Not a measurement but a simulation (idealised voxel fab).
Herein follows the process module entitled voxel self aligned contacts.
235 nm wide, 5 nm square cells: that's cross-section cut.
Bands, listed from the top down, are how a cross-section gets written in this document; the cross-section itself is a grid of square cells, and a band is one or more rows of them. What a band's entry tells you: where the top is and where the bottom is, as heights in nm, and after that what lies inside, material by material from left to right, each with its width in nm. Empty space is written as the word "blank", and a single material marked with the word "full width" occupies the band from edge to edge. Height 0 is the level under which the wafer as received is all one material. The lowest band goes on downwards, as in "0 and below". Width "30->40": first value at the band's top row of cells, second value at its bottom row, equal change from row to row. "no alterations made" after a step means that no cell of the cross-section changed. Encapsulated voids: empty space of 8 cells or more with no open way to the top, each as width x height at its distance from the left edge, in nm. Anything after a step's settings on that line? It's the simulator's own note about the step. You can add "overlay nm" to a step's line. For a step with a mask, it describes how far the mask lay to the right of its planned position, and a negative number describes a lay to the left.
**Planned process steps**
1. RECEIVE with material Si
2. OXIDIZE with depth nm 5
3. DIRECTIONAL_DEP with material polySi, thk nm 25
4. DIRECTIONAL_DEP with material SiN, thk nm 15
5. PATTERN with tone cover, mask id GATE, material resist, width nm 25, pitch nm 50, thk nm 20, overlay nm 0
6. DIRECTIONAL_ETCH with etch materials SiN, depth nm 15
7. DIRECTIONAL_ETCH with etch materials polySi, depth nm 25
8. STRIP with etch materials resist
9. CONFORMAL_DEP with material SiN, thk nm 5
10. DIRECTIONAL_ETCH with etch materials SiN, depth nm 5
11. FILL_DEP with material SiO2, thk nm 20
12. CMP with height nm 50
13. DIRECTIONAL_DEP with material aC, thk nm 10
14. PATTERN with tone open, mask id CONTACT, material resist, width nm 35, pitch nm 50, thk nm 30, overlay nm 0
15. DIRECTIONAL_ETCH with etch materials aC, depth nm 10
16. STRIP with etch materials resist
17. DIRECTIONAL_ETCH with etch materials SiO2, depth nm 55
18. STRIP with etch materials aC
19. CONFORMAL_DEP with material TiN, thk nm 5
20. FILL_DEP with material Ru, thk nm 10
21. CMP with height nm 50
22. CONFORMAL_DEP with material SiCN, thk nm 5
**Wafer as received: cross-section following step 1**
> 0 and below  Si full width
> Encapsulated voids: none
**End state of the module in cross-section, given the above starting point and plan and one mistake in execution**
> 70 down to 65  SiCN full width
> 65 down to 55  Ru full width
> 55 down to 50  TiN=80; Ru=25; TiN=25; Ru=25; TiN=80
> 50 down to 40  SiO2=75; TiN=5->15; Ru=25->5; TiN=5->15; SiO2=15; TiN=5->15; Ru=25->5; TiN=5->15; SiO2=75
> 40 down to 25  SiO2=50; SiN=35; TiN=5; Ru=5; TiN=5; SiN=35; TiN=5; Ru=5; TiN=5; SiN=35; SiO2=50
> 25 down to 0  SiO2=50; SiN=5; polySi=25; SiN=5; TiN=5; Ru=5; TiN=5; SiN=5; polySi=25; SiN=5; TiN=5; Ru=5; TiN=5; SiN=5; polySi=25; SiN=5; SiO2=50
> 0 down to -5  SiO2=85; TiN=15; SiO2=35; TiN=15; SiO2=85
> -5 and below  Si full width
> Encapsulated voids: none
Where did the run depart from the plan? step 21 of the plan got skipped, so it never ran
